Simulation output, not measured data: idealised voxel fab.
The process module presented herein is designated voxel transistor to metal.
185 nm wide, 5 nm square cells: that's cross-section cut.
Square cells in a grid make up a cross-section in this document, and the grid is given as bands, listed from the top down, each one or more rows of cells. The band entry comprises the height of the band's top followed by the height of its bottom, expressed in nm, and subsequently the band's materials from left to right, each stated together with its width in nm. Where a single material is marked with the word "throughout", that material fills the band from edge to edge. The word "air" represents empty space. A quick word on heights: they are counted from 0, and under that level the wafer as it came to us is one material throughout. The lowest band is different from the rest in having no bottom; it simply continues downward, written as in "0 -> down". Per-row width for "30..40": begins at first number (top row of band), ends at second number (bottom row), increment between rows held constant. When a step is marked "left unchanged", none of the cells in the cross-section changed during that step. Entry "Sealed cavities" = empty spaces >= 8 cells with no open way to the top; each as width x height at distance, distance from left edge, all nm. Past the settings on a step's line: simulator remark, on that step. overlay nm: mask right of planned place by this much (step with mask). Neg. = left.
# Intended process steps
1) op RECEIVE | material Si
2) op OXIDIZE | depth nm 5
3) op CONFORMAL_DEP | material SiN | thk nm 10
4) op PATTERN | tone cover | mask id ACTIVE | material resist | width nm 115 | thk nm 15 | overlay nm 0
5) op DIRECTIONAL_ETCH | etch materials SiN | depth nm 10
6) op DIRECTIONAL_ETCH | etch materials SiO2 | depth nm 5
7) op DIRECTIONAL_ETCH | etch materials Si | depth nm 35
8) op STRIP | etch materials resist
9) op OXIDIZE | depth nm 5
10) op FILL_DEP | material SiO2 | thk nm 5
11) op CMP | height nm 10
12) op SELECTIVE_ETCH | etch materials SiO2 | depth nm 5
13) op STRIP | etch materials SiN
14) op SELECTIVE_ETCH | etch materials SiO2 | depth nm 5
15) op OXIDIZE | depth nm 5
16) op DIRECTIONAL_DEP | material polySi | thk nm 25
17) op DIRECTIONAL_DEP | material SiCN | thk nm 10
18) op MASKED_ETCH | tone cover | mask id GATE | width nm 35 | etch materials SiCN | depth nm 20 | overlay nm 0
19) op MASKED_ETCH | tone cover | mask id GATE | width nm 35 | etch materials polySi | depth nm 35 | overlay nm 0
20) op CONFORMAL_DEP | material SiN | thk nm 10
21) op DIRECTIONAL_ETCH | etch materials SiN | depth nm 10
22) op DIRECTIONAL_ETCH | etch materials SiO2 | depth nm 5
23) op DIRECTIONAL_ETCH | etch materials Si | depth nm 10
24) op EPI | material pSi | thk nm 15
25) op FILL_DEP | material SiO2 | thk nm 5
26) op CMP | height nm 20
27) op STRIP | etch materials polySi
28) op SELECTIVE_ETCH | etch materials SiO2 | depth nm 5
29) op CONFORMAL_DEP | material HfO2 | thk nm 5
30) op CONFORMAL_DEP | material TiN | thk nm 5
31) op FILL_DEP | material W | thk nm 5
32) op CMP | height nm 15
33) op DIRECTIONAL_DEP | material SiO2 | thk nm 10
34) op DIRECTIONAL_DEP | material aC | thk nm 15
35) op PATTERN | tone open | mask id CONTACT | material resist | width nm 15 | pitch nm 90 | thk nm 35 | overlay nm 0
36) op DIRECTIONAL_ETCH | etch materials aC | depth nm 15
37) op STRIP | etch materials resist
38) op DIRECTIONAL_ETCH | etch materials SiO2 | depth nm 30
39) op STRIP | etch materials aC
40) op CONFORMAL_DEP | material TiN | thk nm 5
41) op FILL_DEP | material W | thk nm 10
42) op CMP | height nm 25
43) op DIRECTIONAL_DEP | material TiN | thk nm 5
44) op DIRECTIONAL_DEP | material Ru | thk nm 20
45) op MASKED_ETCH | tone cover | mask id METAL_1 | width nm 15 | pitch nm 90 | etch materials Ru | depth nm 20 | overlay nm 0
46) op MASKED_ETCH | tone cover | mask id METAL_1 | width nm 15 | pitch nm 90 | etch materials TiN | depth nm 5 | overlay nm 0
47) op CONFORMAL_DEP | material SiN | thk nm 5
48) op FILL_DEP | material SiO2 | thk nm 10
49) op CMP | height nm 50
50) op CONFORMAL_DEP | material SiCN | thk nm 5
# Wafer, first of two, run as planned
# Wafer as received: cross-section following step 1
- 0 -> down | Si throughout
- Sealed cavities: none
# Sectional view: wafer, after step 2
- 0 -> -5 | SiO2 throughout
- Below -5, no change.
# Sectional view: wafer, after step 3
- 10 -> 0 | SiN throughout
- Below 0, no change.
# Sectional view: wafer, after step 4
- 25 -> 10 | air (35) / resist (115) / air (35)
- Below 10, no change.
# Sectional view: wafer, after step 5
- 25 -> 10 | air (35) / resist (115) / air (35)
- 10 -> 0 | air (35) / SiN (115) / air (35)
- Below 0, no change.
# Sectional view: wafer, after step 6
- 25 -> 10 | air (35) / resist (115) / air (35)
- 10 -> 0 | air (35) / SiN (115) / air (35)
- 0 -> -5 | air (35) / SiO2 (115) / air (35)
- Below -5, no change.
# Sectional view: wafer, after step 7
- 25 -> 10 | air (35) / resist (115) / air (35)
- 10 -> 0 | air (35) / SiN (115) / air (35)
- 0 -> -5 | air (35) / SiO2 (115) / air (35)
- -5 -> -40 | air (35) / Si (115) / air (35)
- Below -40, no change.
# Sectional view: wafer, after step 8
- 10 -> 0 | air (35) / SiN (115) / air (35)
- Below 0, no change.
# Sectional view: wafer, after step 9
- 10 -> 0 | air (35) / SiN (115) / air (35)
- 0 -> -5 | air (35) / SiO2 (115) / air (35)
- -5 -> -40 | air (35) / SiO2 (5) / Si (105) / SiO2 (5) / air (35)
- -40 -> -45 | SiO2 (40) / Si (105) / SiO2 (40)
- Below -45, no change.
# Sectional view: wafer, after step 10
- 15 -> 10 | SiO2 throughout
- 10 -> 0 | SiO2 (35) / SiN (115) / SiO2 (35)
- 0 -> -5 | SiO2 throughout
- -5 -> -45 | SiO2 (40) / Si (105) / SiO2 (40)
- Below -45, no change.
# Sectional view: wafer, after step 11
- 10 -> 0 | SiO2 (35) / SiN (115) / SiO2 (35)
- Below 0, no change.
# Sectional view: wafer, after step 12
- 10 -> 5 | air (35) / SiN (115) / air (35)
- Below 5, no change.
# Sectional view: wafer, after step 13
- 5 -> 0 | SiO2 (35) / air (115) / SiO2 (35)
- Below 0, no change.
# Sectional view: wafer, after step 14
- 0 -> -5 | SiO2 (30) / air (125) / SiO2 (30)
- Below -5, no change.
# Sectional view: wafer, after step 15
- 0 -> -5 | SiO2 (30) / air (125) / SiO2 (30)
- -5 -> -10 | SiO2 throughout
- Below -10, no change.
# Sectional view: wafer, after step 16
- 25 -> 20 | polySi (30) / air (125) / polySi (30)
- 20 -> 0 | polySi throughout
- 0 -> -5 | SiO2 (30) / polySi (125) / SiO2 (30)
- Below -5, no change.
# Sectional view: wafer, after step 17
- 35 -> 30 | SiCN (30) / air (125) / SiCN (30)
- 30 -> 25 | SiCN throughout
- 25 -> 20 | polySi (30) / SiCN (125) / polySi (30)
- Below 20, no change.
# Sectional view: wafer, after step 18
- 30 -> 25 | air (75) / SiCN (35) / air (75)
- 25 -> 20 | polySi (30) / air (45) / SiCN (35) / air (45) / polySi (30)
- Below 20, no change.
# Sectional view: wafer, after step 19
- 30 -> 20 | air (75) / SiCN (35) / air (75)
- 20 -> 0 | air (75) / polySi (35) / air (75)
- 0 -> -5 | SiO2 (30) / air (45) / polySi (35) / air (45) / SiO2 (30)
- Below -5, no change.
# Sectional view: wafer, after step 20
- 40 -> 30 | air (65) / SiN (55) / air (65)
- 30 -> 20 | air (65) / SiN (10) / SiCN (35) / SiN (10) / air (65)
- 20 -> 10 | air (65) / SiN (10) / polySi (35) / SiN (10) / air (65)
- 10 -> 5 | SiN (40) / air (25) / SiN (10) / polySi (35) / SiN (10) / air (25) / SiN (40)
- 5 -> 0 | SiN (75) / polySi (35) / SiN (75)
- 0 -> -5 | SiO2 (30) / SiN (45) / polySi (35) / SiN (45) / SiO2 (30)
- Below -5, no change.
# Sectional view: wafer, after step 21
- 30 -> 20 | air (65) / SiN (10) / SiCN (35) / SiN (10) / air (65)
- 20 -> 0 | air (65) / SiN (10) / polySi (35) / SiN (10) / air (65)
- 0 -> -5 | SiO2 (30) / SiN (10) / air (25) / SiN (10) / polySi (35) / SiN (10) / air (25) / SiN (10) / SiO2 (30)
- Below -5, no change.
# Sectional view: wafer, after step 22
- 30 -> 20 | air (65) / SiN (10) / SiCN (35) / SiN (10) / air (65)
- 20 -> 0 | air (65) / SiN (10) / polySi (35) / SiN (10) / air (65)
- 0 -> -5 | air (30) / SiN (10) / air (25) / SiN (10) / polySi (35) / SiN (10) / air (25) / SiN (10) / air (30)
- -5 -> -10 | SiO2 (40) / air (25) / SiO2 (55) / air (25) / SiO2 (40)
- Below -10, no change.
# Sectional view: wafer, after step 23
- 30 -> 20 | air (65) / SiN (10) / SiCN (35) / SiN (10) / air (65)
- 20 -> 0 | air (65) / SiN (10) / polySi (35) / SiN (10) / air (65)
- 0 -> -5 | air (30) / SiN (10) / air (25) / SiN (10) / polySi (35) / SiN (10) / air (25) / SiN (10) / air (30)
- -5 -> -10 | SiO2 (40) / air (25) / SiO2 (55) / air (25) / SiO2 (40)
- -10 -> -20 | SiO2 (40) / air (25) / Si (55) / air (25) / SiO2 (40)
- Below -20, no change.
# Sectional view: wafer, after step 24
- 30 -> 20 | air (65) / SiN (10) / SiCN (35) / SiN (10) / air (65)
- 20 -> 5 | air (65) / SiN (10) / polySi (35) / SiN (10) / air (65)
- 5 -> 0 | air (50) / pSi (15) / SiN (10) / polySi (35) / SiN (10) / pSi (15) / air (50)
- 0 -> -5 | air (30) / SiN (10) / air (10) / pSi (15) / SiN (10) / polySi (35) / SiN (10) / pSi (15) / air (10) / SiN (10) / air (30)
- -5 -> -10 | SiO2 (40) / pSi (25) / SiO2 (55) / pSi (25) / SiO2 (40)
- -10 -> -20 | SiO2 (40) / pSi (25) / Si (55) / pSi (25) / SiO2 (40)
- Below -20, no change.
# Sectional view: wafer, after step 25
- 35 -> 30 | SiO2 throughout
- 30 -> 20 | SiO2 (65) / SiN (10) / SiCN (35) / SiN (10) / SiO2 (65)
- 20 -> 5 | SiO2 (65) / SiN (10) / polySi (35) / SiN (10) / SiO2 (65)
- 5 -> 0 | SiO2 (50) / pSi (15) / SiN (10) / polySi (35) / SiN (10) / pSi (15) / SiO2 (50)
- 0 -> -5 | SiO2 (30) / SiN (10) / SiO2 (10) / pSi (15) / SiN (10) / polySi (35) / SiN (10) / pSi (15) / SiO2 (10) / SiN (10) / SiO2 (30)
- Below -5, no change.
# Sectional view: wafer, after step 26
- 20 -> 5 | SiO2 (65) / SiN (10) / polySi (35) / SiN (10) / SiO2 (65)
- Below 5, no change.
# Sectional view: wafer, after step 27
- 20 -> 5 | SiO2 (65) / SiN (10) / air (35) / SiN (10) / SiO2 (65)
- 5 -> 0 | SiO2 (50) / pSi (15) / SiN (10) / air (35) / SiN (10) / pSi (15) / SiO2 (50)
- 0 -> -5 | SiO2 (30) / SiN (10) / SiO2 (10) / pSi (15) / SiN (10) / air (35) / SiN (10) / pSi (15) / SiO2 (10) / SiN (10) / SiO2 (30)
- Below -5, no change.
# Sectional view: wafer, after step 28
- 20 -> 15 | air (65) / SiN (10) / air (35) / SiN (10) / air (65)
- 15 -> 5 | SiO2 (65) / SiN (10) / air (35) / SiN (10) / SiO2 (65)
- 5 -> 0 | SiO2 (50) / pSi (15) / SiN (10) / air (35) / SiN (10) / pSi (15) / SiO2 (50)
- 0 -> -5 | SiO2 (30) / SiN (10) / SiO2 (10) / pSi (15) / SiN (10) / air (35) / SiN (10) / pSi (15) / SiO2 (10) / SiN (10) / SiO2 (30)
- -5 -> -10 | SiO2 (40) / pSi (25) / SiO2 (5) / air (45) / SiO2 (5) / pSi (25) / SiO2 (40)
- Below -10, no change.
# Sectional view: wafer, after step 29
- 25 -> 20 | air (60) / HfO2 (20) / air (25) / HfO2 (20) / air (60)
- 20 -> 15 | HfO2 (65) / SiN (10) / HfO2 (5) / air (25) / HfO2 (5) / SiN (10) / HfO2 (65)
- 15 -> 5 | SiO2 (65) / SiN (10) / HfO2 (5) / air (25) / HfO2 (5) / SiN (10) / SiO2 (65)
- 5 -> 0 | SiO2 (50) / pSi (15) / SiN (10) / HfO2 (5) / air (25) / HfO2 (5) / SiN (10) / pSi (15) / SiO2 (50)
- 0 -> -5 | SiO2 (30) / SiN (10) / SiO2 (10) / pSi (15) / SiN (10) / HfO2 (5) / air (25) / HfO2 (5) / SiN (10) / pSi (15) / SiO2 (10) / SiN (10) / SiO2 (30)
- -5 -> -10 | SiO2 (40) / pSi (25) / SiO2 (5) / HfO2 (45) / SiO2 (5) / pSi (25) / SiO2 (40)
- Below -10, no change.
# Sectional view: wafer, after step 30
- 30 -> 25 | air (55) / TiN (30) / air (15) / TiN (30) / air (55)
- 25 -> 20 | TiN (60) / HfO2 (20) / TiN (5) / air (15) / TiN (5) / HfO2 (20) / TiN (60)
- 20 -> 15 | HfO2 (65) / SiN (10) / HfO2 (5) / TiN (5) / air (15) / TiN (5) / HfO2 (5) / SiN (10) / HfO2 (65)
- 15 -> 5 | SiO2 (65) / SiN (10) / HfO2 (5) / TiN (5) / air (15) / TiN (5) / HfO2 (5) / SiN (10) / SiO2 (65)
- 5 -> 0 | SiO2 (50) / pSi (15) / SiN (10) / HfO2 (5) / TiN (5) / air (15) / TiN (5) / HfO2 (5) / SiN (10) / pSi (15) / SiO2 (50)
- 0 -> -5 | SiO2 (30) / SiN (10) / SiO2 (10) / pSi (15) / SiN (10) / HfO2 (5) / TiN (25) / HfO2 (5) / SiN (10) / pSi (15) / SiO2 (10) / SiN (10) / SiO2 (30)
- Below -5, no change.
# Sectional view: wafer, after step 31
- 35 -> 30 | W throughout
- 30 -> 25 | W (55) / TiN (30) / W (15) / TiN (30) / W (55)
- 25 -> 20 | TiN (60) / HfO2 (20) / TiN (5) / W (15) / TiN (5) / HfO2 (20) / TiN (60)
- 20 -> 15 | HfO2 (65) / SiN (10) / HfO2 (5) / TiN (5) / W (15) / TiN (5) / HfO2 (5) / SiN (10) / HfO2 (65)
- 15 -> 5 | SiO2 (65) / SiN (10) / HfO2 (5) / TiN (5) / W (15) / TiN (5) / HfO2 (5) / SiN (10) / SiO2 (65)
- 5 -> 0 | SiO2 (50) / pSi (15) / SiN (10) / HfO2 (5) / TiN (5) / W (15) / TiN (5) / HfO2 (5) / SiN (10) / pSi (15) / SiO2 (50)
- Below 0, no change.
# Sectional view: wafer, after step 32
- 15 -> 5 | SiO2 (65) / SiN (10) / HfO2 (5) / TiN (5) / W (15) / TiN (5) / HfO2 (5) / SiN (10) / SiO2 (65)
- Below 5, no change.
# Sectional view: wafer, after step 33
- 25 -> 15 | SiO2 throughout
- Below 15, no change.
# Sectional view: wafer, after step 34
- 40 -> 25 | aC throughout
- Below 25, no change.
# Sectional view: wafer, after step 35
- 75 -> 40 | resist (40) / air (15) / resist (75) / air (15) / resist (40)
- Below 40, no change.
# Sectional view: wafer, after step 36
- 60 -> 40 | resist (40) / air (15) / resist (75) / air (15) / resist (40)
- 40 -> 25 | aC (40) / air (15) / aC (75) / air (15) / aC (40)
- Below 25, no change.
# Sectional view: wafer, after step 37
- 40 -> 25 | aC (40) / air (15) / aC (75) / air (15) / aC (40)
- Below 25, no change.
# Sectional view: wafer, after step 38
- 40 -> 25 | aC (40) / air (15) / aC (75) / air (15) / aC (40)
- 25 -> 15 | SiO2 (40) / air (15) / SiO2 (75) / air (15) / SiO2 (40)
- 15 -> 5 | SiO2 (40) / air (15) / SiO2 (10) / SiN (10) / HfO2 (5) / TiN (5) / W (15) / TiN (5) / HfO2 (5) / SiN (10) / SiO2 (10) / air (15) / SiO2 (40)
- 5 -> 0 | SiO2 (40) / air (10) / pSi (15) / SiN (10) / HfO2 (5) / TiN (5) / W (15) / TiN (5) / HfO2 (5) / SiN (10) / pSi (15) / air (10) / SiO2 (40)
- 0 -> -5 | SiO2 (30) / SiN (10) / air (10) / pSi (15) / SiN (10) / HfO2 (5) / TiN (25) / HfO2 (5) / SiN (10) / pSi (15) / air (10) / SiN (10) / SiO2 (30)
- Below -5, no change.
# Sectional view: wafer, after step 39
- 25 -> 15 | SiO2 (40) / air (15) / SiO2 (75) / air (15) / SiO2 (40)
- Below 15, no change.
# Sectional view: wafer, after step 40
- 30 -> 25 | TiN (45) / air (5) / TiN (85) / air (5) / TiN (45)
- 25 -> 15 | SiO2 (40) / TiN (5) / air (5) / TiN (5) / SiO2 (75) / TiN (5) / air (5) / TiN (5) / SiO2 (40)
- 15 -> 10 | SiO2 (40) / TiN (5) / air (5) / TiN (5) / SiO2 (10) / SiN (10) / HfO2 (5) / TiN (5) / W (15) / TiN (5) / HfO2 (5) / SiN (10) / SiO2 (10) / TiN (5) / air (5) / TiN (5) / SiO2 (40)
- 10 -> 5 | SiO2 (40) / TiN (15) / SiO2 (10) / SiN (10) / HfO2 (5) / TiN (5) / W (15) / TiN (5) / HfO2 (5) / SiN (10) / SiO2 (10) / TiN (15) / SiO2 (40)
- 5 -> 0 | SiO2 (40) / TiN (10) / pSi (15) / SiN (10) / HfO2 (5) / TiN (5) / W (15) / TiN (5) / HfO2 (5) / SiN (10) / pSi (15) / TiN (10) / SiO2 (40)
- 0 -> -5 | SiO2 (30) / SiN (10) / TiN (10) / pSi (15) / SiN (10) / HfO2 (5) / TiN (25) / HfO2 (5) / SiN (10) / pSi (15) / TiN (10) / SiN (10) / SiO2 (30)
- Below -5, no change.
# Sectional view: wafer, after step 41
- 40 -> 30 | W throughout
- 30 -> 25 | TiN (45) / W (5) / TiN (85) / W (5) / TiN (45)
- 25 -> 15 | SiO2 (40) / TiN (5) / W (5) / TiN (5) / SiO2 (75) / TiN (5) / W (5) / TiN (5) / SiO2 (40)
- 15 -> 10 | SiO2 (40) / TiN (5) / W (5) / TiN (5) / SiO2 (10) / SiN (10) / HfO2 (5) / TiN (5) / W (15) / TiN (5) / HfO2 (5) / SiN (10) / SiO2 (10) / TiN (5) / W (5) / TiN (5) / SiO2 (40)
- Below 10, no change.
# Sectional view: wafer, after step 42
- 25 -> 15 | SiO2 (40) / TiN (5) / W (5) / TiN (5) / SiO2 (75) / TiN (5) / W (5) / TiN (5) / SiO2 (40)
- Below 15, no change.
# Sectional view: wafer, after step 43
- 30 -> 25 | TiN throughout
- Below 25, no change.
# Sectional view: wafer, after step 44
- 50 -> 30 | Ru throughout
- Below 30, no change.
# Sectional view: wafer, after step 45
- 50 -> 30 | air (40) / Ru (15) / air (75) / Ru (15) / air (40)
- Below 30, no change.
# Sectional view: wafer, after step 46
- 50 -> 30 | air (40) / Ru (15) / air (75) / Ru (15) / air (40)
- 30 -> 25 | air (40) / TiN (15) / air (75) / TiN (15) / air (40)
- Below 25, no change.
# Sectional view: wafer, after step 47
- 55 -> 50 | air (35) / SiN (25) / air (65) / SiN (25) / air (35)
- 50 -> 30 | air (35) / SiN (5) / Ru (15) / SiN (5) / air (65) / SiN (5) / Ru (15) / SiN (5) / air (35)
- 30 -> 25 | SiN (40) / TiN (15) / SiN (75) / TiN (15) / SiN (40)
- Below 25, no change.
# Sectional view: wafer, after step 48
- 65 -> 55 | SiO2 throughout
- 55 -> 50 | SiO2 (35) / SiN (25) / SiO2 (65) / SiN (25) / SiO2 (35)
- 50 -> 30 | SiO2 (35) / SiN (5) / Ru (15) / SiN (5) / SiO2 (65) / SiN (5) / Ru (15) / SiN (5) / SiO2 (35)
- Below 30, no change.
# Sectional view: wafer, after step 49
- 50 -> 30 | SiO2 (35) / SiN (5) / Ru (15) / SiN (5) / SiO2 (65) / SiN (5) / Ru (15) / SiN (5) / SiO2 (35)
- Below 30, no change.
# Sectional view: wafer, after step 50
- 55 -> 50 | SiCN throughout
- Below 50, no change.
# Okay, second wafer. Nothing different at the start, nothing different in the plan, just one mistake somewhere in the running. As far as step 23, counting that step, it's the first wafer all over again
# Second wafer, section view, time point: scheduled end of step 24
- 30 -> 20 | air (65) / SiN (10) / SiCN (35) / SiN (10) / air (65)
- 20 -> 10 | air (35) / pSi (30) / SiN (10) / polySi (35) / SiN (10) / pSi (30) / air (35)
- 10 -> 0 | air (30) / pSi (35) / SiN (10) / polySi (35) / SiN (10) / pSi (35) / air (30)
- 0 -> -5 | air (30) / SiN (10) / pSi (25) / SiN (10) / polySi (35) / SiN (10) / pSi (25) / SiN (10) / air (30)
- -5 -> -10 | SiO2 (40) / pSi (25) / SiO2 (55) / pSi (25) / SiO2 (40)
- -10 -> -20 | SiO2 (40) / pSi (25) / Si (55) / pSi (25) / SiO2 (40)
- Below -20, no change.
# Second wafer, section view, time point: scheduled end of step 25
- 35 -> 30 | SiO2 throughout
- 30 -> 20 | SiO2 (65) / SiN (10) / SiCN (35) / SiN (10) / SiO2 (65)
- 20 -> 10 | SiO2 (35) / pSi (30) / SiN (10) / polySi (35) / SiN (10) / pSi (30) / SiO2 (35)
- 10 -> 0 | SiO2 (30) / pSi (35) / SiN (10) / polySi (35) / SiN (10) / pSi (35) / SiO2 (30)
- 0 -> -5 | SiO2 (30) / SiN (10) / pSi (25) / SiN (10) / polySi (35) / SiN (10) / pSi (25) / SiN (10) / SiO2 (30)
- Below -5, no change.
# Second wafer, section view, time point: scheduled end of step 26
- 20 -> 10 | SiO2 (35) / pSi (30) / SiN (10) / polySi (35) / SiN (10) / pSi (30) / SiO2 (35)
- Below 10, no change.
# Second wafer, section view, time point: scheduled end of step 27
- 20 -> 10 | SiO2 (35) / pSi (30) / SiN (10) / air (35) / SiN (10) / pSi (30) / SiO2 (35)
- 10 -> 0 | SiO2 (30) / pSi (35) / SiN (10) / air (35) / SiN (10) / pSi (35) / SiO2 (30)
- 0 -> -5 | SiO2 (30) / SiN (10) / pSi (25) / SiN (10) / air (35) / SiN (10) / pSi (25) / SiN (10) / SiO2 (30)
- Below -5, no change.
# Second wafer, section view, time point: scheduled end of step 28
- 20 -> 15 | air (35) / pSi (30) / SiN (10) / air (35) / SiN (10) / pSi (30) / air (35)
- 15 -> 10 | SiO2 (35) / pSi (30) / SiN (10) / air (35) / SiN (10) / pSi (30) / SiO2 (35)
- 10 -> 0 | SiO2 (30) / pSi (35) / SiN (10) / air (35) / SiN (10) / pSi (35) / SiO2 (30)
- 0 -> -5 | SiO2 (30) / SiN (10) / pSi (25) / SiN (10) / air (35) / SiN (10) / pSi (25) / SiN (10) / SiO2 (30)
- -5 -> -10 | SiO2 (40) / pSi (25) / SiO2 (5) / air (45) / SiO2 (5) / pSi (25) / SiO2 (40)
- Below -10, no change.
# Second wafer, section view, time point: scheduled end of step 29
- 25 -> 20 | air (30) / HfO2 (50) / air (25) / HfO2 (50) / air (30)
- 20 -> 15 | HfO2 (35) / pSi (30) / SiN (10) / HfO2 (5) / air (25) / HfO2 (5) / SiN (10) / pSi (30) / HfO2 (35)
- 15 -> 10 | SiO2 (35) / pSi (30) / SiN (10) / HfO2 (5) / air (25) / HfO2 (5) / SiN (10) / pSi (30) / SiO2 (35)
- 10 -> 0 | SiO2 (30) / pSi (35) / SiN (10) / HfO2 (5) / air (25) / HfO2 (5) / SiN (10) / pSi (35) / SiO2 (30)
- 0 -> -5 | SiO2 (30) / SiN (10) / pSi (25) / SiN (10) / HfO2 (5) / air (25) / HfO2 (5) / SiN (10) / pSi (25) / SiN (10) / SiO2 (30)
- -5 -> -10 | SiO2 (40) / pSi (25) / SiO2 (5) / HfO2 (45) / SiO2 (5) / pSi (25) / SiO2 (40)
- Below -10, no change.
# Second wafer, section view, time point: scheduled end of step 30
- 30 -> 25 | air (25) / TiN (60) / air (15) / TiN (60) / air (25)
- 25 -> 20 | TiN (30) / HfO2 (50) / TiN (5) / air (15) / TiN (5) / HfO2 (50) / TiN (30)
- 20 -> 15 | HfO2 (35) / pSi (30) / SiN (10) / HfO2 (5) / TiN (5) / air (15) / TiN (5) / HfO2 (5) / SiN (10) / pSi (30) / HfO2 (35)
- 15 -> 10 | SiO2 (35) / pSi (30) / SiN (10) / HfO2 (5) / TiN (5) / air (15) / TiN (5) / HfO2 (5) / SiN (10) / pSi (30) / SiO2 (35)
- 10 -> 0 | SiO2 (30) / pSi (35) / SiN (10) / HfO2 (5) / TiN (5) / air (15) / TiN (5) / HfO2 (5) / SiN (10) / pSi (35) / SiO2 (30)
- 0 -> -5 | SiO2 (30) / SiN (10) / pSi (25) / SiN (10) / HfO2 (5) / TiN (25) / HfO2 (5) / SiN (10) / pSi (25) / SiN (10) / SiO2 (30)
- Below -5, no change.
# Second wafer, section view, time point: scheduled end of step 31
- 35 -> 30 | W throughout
- 30 -> 25 | W (25) / TiN (60) / W (15) / TiN (60) / W (25)
- 25 -> 20 | TiN (30) / HfO2 (50) / TiN (5) / W (15) / TiN (5) / HfO2 (50) / TiN (30)
- 20 -> 15 | HfO2 (35) / pSi (30) / SiN (10) / HfO2 (5) / TiN (5) / W (15) / TiN (5) / HfO2 (5) / SiN (10) / pSi (30) / HfO2 (35)
- 15 -> 10 | SiO2 (35) / pSi (30) / SiN (10) / HfO2 (5) / TiN (5) / W (15) / TiN (5) / HfO2 (5) / SiN (10) / pSi (30) / SiO2 (35)
- 10 -> 0 | SiO2 (30) / pSi (35) / SiN (10) / HfO2 (5) / TiN (5) / W (15) / TiN (5) / HfO2 (5) / SiN (10) / pSi (35) / SiO2 (30)
- Below 0, no change.
# Second wafer, section view, time point: scheduled end of step 32
- 15 -> 10 | SiO2 (35) / pSi (30) / SiN (10) / HfO2 (5) / TiN (5) / W (15) / TiN (5) / HfO2 (5) / SiN (10) / pSi (30) / SiO2 (35)
- Below 10, no change.
# Second wafer, section view, time point: scheduled end of step 33
- 25 -> 15 | SiO2 throughout
- Below 15, no change.
# Second wafer, section view, time point: scheduled end of step 34
- 40 -> 25 | aC throughout
- Below 25, no change.
# Second wafer, section view, time point: scheduled end of step 35
- 75 -> 40 | resist (40) / air (15) / resist (75) / air (15) / resist (40)
- Below 40, no change.
# Second wafer, section view, time point: scheduled end of step 36
- 60 -> 40 | resist (40) / air (15) / resist (75) / air (15) / resist (40)
- 40 -> 25 | aC (40) / air (15) / aC (75) / air (15) / aC (40)
- Below 25, no change.
# Second wafer, section view, time point: scheduled end of step 37
- 40 -> 25 | aC (40) / air (15) / aC (75) / air (15) / aC (40)
- Below 25, no change.
# Second wafer, section view, time point: scheduled end of step 38
- 40 -> 25 | aC (40) / air (15) / aC (75) / air (15) / aC (40)
- 25 -> 15 | SiO2 (40) / air (15) / SiO2 (75) / air (15) / SiO2 (40)
- Below 15, no change.
# Second wafer, section view, time point: scheduled end of step 39
- 25 -> 15 | SiO2 (40) / air (15) / SiO2 (75) / air (15) / SiO2 (40)
- Below 15, no change.
# Second wafer, section view, time point: scheduled end of step 40
- 30 -> 25 | TiN (45) / air (5) / TiN (85) / air (5) / TiN (45)
- 25 -> 20 | SiO2 (40) / TiN (5) / air (5) / TiN (5) / SiO2 (75) / TiN (5) / air (5) / TiN (5) / SiO2 (40)
- 20 -> 15 | SiO2 (40) / TiN (15) / SiO2 (75) / TiN (15) / SiO2 (40)
- Below 15, no change.
# Second wafer, section view, time point: scheduled end of step 41
- 40 -> 30 | W throughout
- 30 -> 25 | TiN (45) / W (5) / TiN (85) / W (5) / TiN (45)
- 25 -> 20 | SiO2 (40) / TiN (5) / W (5) / TiN (5) / SiO2 (75) / TiN (5) / W (5) / TiN (5) / SiO2 (40)
- Below 20, no change.
# Second wafer, section view, time point: scheduled end of step 42
- 25 -> 20 | SiO2 (40) / TiN (5) / W (5) / TiN (5) / SiO2 (75) / TiN (5) / W (5) / TiN (5) / SiO2 (40)
- Below 20, no change.
# Second wafer, section view, time point: scheduled end of step 43
- 30 -> 25 | TiN throughout
- Below 25, no change.
# Second wafer, section view, time point: scheduled end of step 44
- 50 -> 30 | Ru throughout
- Below 30, no change.
# Second wafer, section view, time point: scheduled end of step 45
- 50 -> 30 | air (40) / Ru (15) / air (75) / Ru (15) / air (40)
- Below 30, no change.
# Second wafer, section view, time point: scheduled end of step 46
- 50 -> 30 | air (40) / Ru (15) / air (75) / Ru (15) / air (40)
- 30 -> 25 | air (40) / TiN (15) / air (75) / TiN (15) / air (40)
- Below 25, no change.
# Second wafer, section view, time point: scheduled end of step 47
- 55 -> 50 | air (35) / SiN (25) / air (65) / SiN (25) / air (35)
- 50 -> 30 | air (35) / SiN (5) / Ru (15) / SiN (5) / air (65) / SiN (5) / Ru (15) / SiN (5) / air (35)
- 30 -> 25 | SiN (40) / TiN (15) / SiN (75) / TiN (15) / SiN (40)
- Below 25, no change.
# Second wafer, section view, time point: scheduled end of step 48
- 65 -> 55 | SiO2 throughout
- 55 -> 50 | SiO2 (35) / SiN (25) / SiO2 (65) / SiN (25) / SiO2 (35)
- 50 -> 30 | SiO2 (35) / SiN (5) / Ru (15) / SiN (5) / SiO2 (65) / SiN (5) / Ru (15) / SiN (5) / SiO2 (35)
- Below 30, no change.
# Second wafer, section view, time point: scheduled end of step 49
- 50 -> 30 | SiO2 (35) / SiN (5) / Ru (15) / SiN (5) / SiO2 (65) / SiN (5) / Ru (15) / SiN (5) / SiO2 (35)
- Below 30, no change.
# Second wafer, section view, time point: scheduled end of step 50
- 55 -> 50 | SiCN throughout
- Below 50, no change.
What broke from the plan during processing? the plan had its step 24 run twice
Per the end-of-run cell counts, the second wafer holds more or fewer of some materials than the first: 18 fewer of SiO2 | 16 fewer of TiN | 4 fewer of W | 38 more of pSi
